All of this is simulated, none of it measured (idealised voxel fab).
process module | voxel gate over fins
cross-section cut | 170 nm wide | cells 5 nm
A cross-section is a grid of square cells, given in bands from the top down. A band is one or more rows of cells.
Each band's line starts with the height of the band's top and of its bottom, in nm. Then come its materials from left to right, each with its width in nm. One material with "throughout" fills the band from edge to edge. "air" is empty space.
Height 0 is the level under which the wafer as received is all one material. The lowest band goes on downwards, as in "0 down".
A width such as "30 to 40" changes by the same amount from each row of cells to the next, from the band's top row to its bottom row.
"no change" after a step means that no cell of the cross-section changed.
closed voids: empty space of 8 cells or more with no open way to the top, each as width x height at its distance from the left edge, in nm
after a step's settings: what the simulator itself notes on the step
overlay nm, on a step with a mask: how far to the right of its planned place the mask lay; to the left if negative
plan
1 op RECEIVE | material Si
2 op CONFORMAL_DEP | material SiN | thk nm 5
3 op DIRECTIONAL_DEP | material aC | thk nm 15
4 op PATTERN | tone cover | mask id FINS | material resist | width nm 15 | pitch nm 50 | thk nm 30 | overlay nm 0
5 op DIRECTIONAL_ETCH | etch materials aC | depth nm 15
6 op STRIP | etch materials resist
7 op DIRECTIONAL_ETCH | etch materials SiN | depth nm 5
8 op DIRECTIONAL_ETCH | etch materials Si | depth nm 30
9 op STRIP | etch materials aC
10 op FILL_DEP | material SiO2 | thk nm 5
11 op CMP | height nm 5
12 op DIRECTIONAL_DEP | material aC | thk nm 10
13 op PATTERN | tone open | mask id RAIL | material resist | width nm 15 | thk nm 30 | overlay nm 0
14 op DIRECTIONAL_ETCH | etch materials aC | depth nm 10
15 op STRIP | etch materials resist
16 op DIRECTIONAL_ETCH | etch materials SiO2 | depth nm 30
17 op STRIP | etch materials aC
18 op CONFORMAL_DEP | material TiN | thk nm 5
19 op FILL_DEP | material W | thk nm 5
20 op CMP | height nm 5
21 op SELECTIVE_ETCH | etch materials W Ru TiN | depth nm 25
22 op FILL_DEP | material SiO2 | thk nm 5
23 op CMP | height nm 5
24 op SELECTIVE_ETCH | etch materials SiO2 | depth nm 20
25 op STRIP | etch materials SiN
26 op CONFORMAL_DEP | material HfO2 | thk nm 5
27 op CONFORMAL_DEP | material TiN | thk nm 5
28 op FILL_DEP | material W | thk nm 10
29 op CMP | height nm 15
30 op CONFORMAL_DEP | material SiN | thk nm 10
as received, after step 1
  0 down: Si throughout
  closed voids: none
a wafer at the end: this start, this plan, one mistake
  25 to 15: SiN throughout
  15 to 10: W throughout
  10 to 5: W 40 | TiN 35 | W 15 | TiN 35 | W 45
  5 to 0: W 40 | TiN 5 | HfO2 25 | TiN 5 | W 15 | TiN 5 | HfO2 25 | TiN 5 | W 45
  0 to -5: W 40 | TiN 5 | HfO2 5 | Si 15 | HfO2 5 | TiN 5 | W 15 | TiN 5 | HfO2 5 | Si 15 | HfO2 5 | TiN 5 | W 45
  -5 to -10: TiN 45 | HfO2 5 | Si 15 | HfO2 5 | TiN 25 | HfO2 5 | Si 15 | HfO2 5 | TiN 50
  -10 to -15: HfO2 50 | Si 15 | HfO2 35 | Si 15 | HfO2 55
  -15 to -20: SiO2 50 | Si 15 | SiO2 35 | Si 15 | SiO2 55
  -20 to -25: SiO2 50 | Si 15 | SiO2 10 | TiN 15 | SiO2 10 | Si 15 | SiO2 55
  -25 to -60: SiO2 50 | Si 15 | SiO2 35 | Si 15 | SiO2 55
  -60 down: Si throughout
  closed voids: none
what went wrong: step 8 was run twice
